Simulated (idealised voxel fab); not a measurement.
process module | voxel capacitor over wiring
cross-section cut | 165 nm wide | cells 5 nm
A cross-section is a grid of square cells, given in bands from the top down. A band is one or more rows of cells.
Each band's line starts with the height of the band's top and of its bottom, in nm. Then come its materials from left to right, each with its width in nm. One material with "throughout" fills the band from edge to edge. "air" is empty space.
Height 0 is the level under which the wafer as received is all one material. The lowest band goes on downwards, as in "0 down".
A width such as "30 to 40" changes by the same amount from each row of cells to the next, from the band's top row to its bottom row.
"no change" after a step means that no cell of the cross-section changed.
closed voids: empty space of 8 cells or more with no open way to the top, each as width x height at its distance from the left edge, in nm
after a step's settings: what the simulator itself notes on the step
overlay nm, on a step with a mask: how far to the right of its planned place the mask lay; to the left if negative
plan
1 op RECEIVE | material Si
2 op CONFORMAL_DEP | material SiO2 | thk nm 15
3 op CONFORMAL_DEP | material SiCN | thk nm 5
4 op DIRECTIONAL_DEP | material SiO2 | thk nm 25
5 op PATTERN | tone open | mask id METAL_1 | material resist | width nm 30 | pitch nm 95 | thk nm 15 | overlay nm 0
6 op DIRECTIONAL_ETCH | etch materials SiO2 | depth nm 25
7 op DIRECTIONAL_ETCH | etch materials SiCN | depth nm 5
8 op STRIP | etch materials resist
9 op CONFORMAL_DEP | material TiN | thk nm 5
10 op FILL_DEP | material Ru | thk nm 5
11 op CMP | height nm 45
12 op EPI | material Ru | thk nm 5
13 op FILL_DEP | material SiCN | thk nm 5
14 op DIRECTIONAL_DEP | material SiO2 | thk nm 20
15 op DIRECTIONAL_DEP | material aC | thk nm 10
16 op PATTERN | tone open | mask id PLUG_1 | material resist | width nm 15 | thk nm 25 | overlay nm 0
17 op DIRECTIONAL_ETCH | etch materials aC | depth nm 10
18 op STRIP | etch materials resist
19 op DIRECTIONAL_ETCH | etch materials SiO2 | depth nm 20
20 op DIRECTIONAL_ETCH | etch materials SiCN | depth nm 5
21 op STRIP | etch materials aC
22 op CONFORMAL_DEP | material TiN | thk nm 5
23 op FILL_DEP | material W | thk nm 5
24 op CMP | height nm 75
25 op DIRECTIONAL_DEP | material TiN | thk nm 5
26 op DIRECTIONAL_DEP | material SiN | thk nm 5
27 op DIRECTIONAL_DEP | material TiN | thk nm 10
28 op MASKED_ETCH | tone cover | mask id UPPER_PLATE | width nm 70 | etch materials TiN | depth nm 10 | overlay nm 0
29 op MASKED_ETCH | tone cover | mask id UPPER_PLATE | width nm 70 | etch materials SiN | depth nm 5 | overlay nm 0
30 op PATTERN | tone cover | mask id LOWER_PLATE | material resist | width nm 80 | thk nm 15 | overlay nm 0
31 op DIRECTIONAL_ETCH | etch materials TiN | depth nm 5
32 op STRIP | etch materials resist
33 op FILL_DEP | material SiO2 | thk nm 15
34 op CMP | height nm 105
35 op PATTERN | tone open | mask id PLUG_2 | material resist | width nm 15 | thk nm 20 | overlay nm 0
36 op DIRECTIONAL_ETCH | etch materials SiO2 | depth nm 10
37 op STRIP | etch materials resist
38 op CONFORMAL_DEP | material TiN | thk nm 5
39 op FILL_DEP | material Cu | thk nm 5
40 op CMP | height nm 105
41 op CONFORMAL_DEP | material SiCN | thk nm 5
as received, after step 1
  0 down: Si throughout
  closed voids: none
a wafer at the end: this start, this plan, one mistake
  110 to 105: SiCN throughout
  105 to 100: SiO2 45 | TiN 5 | Cu 5 | TiN 5 | SiO2 105
  100 to 90: SiO2 45 to 35 | TiN 15 to 65 | SiO2 105 to 65
  90 to 85: SiO2 35 | TiN 70 | SiO2 60
  85 to 80: SiO2 35 | SiN 70 | SiO2 60
  80 to 75: SiO2 20 | TiN 85 | SiO2 60
  75 to 55: SiO2 35 | TiN 5 | W 5 | TiN 5 | SiO2 115
  55 to 50: SiCN 35 | TiN 15 | SiCN 115
  50 to 45: SiCN 15 | Ru 40 | SiCN 55 | Ru 40 | SiCN 15
  45 to 20: SiO2 20 | TiN 5 | Ru 20 | TiN 5 | SiO2 65 | TiN 5 | Ru 20 | TiN 5 | SiO2 20
  20 to 15: SiCN 20 | TiN 30 | SiCN 65 | TiN 30 | SiCN 20
  15 to 0: SiO2 throughout
  0 down: Si throughout
  closed voids: none
what went wrong: step 30 ran as: op PATTERN | tone cover | mask id LOWER_PLATE | material resist | width nm 80 | thk nm 15 | overlay nm -10
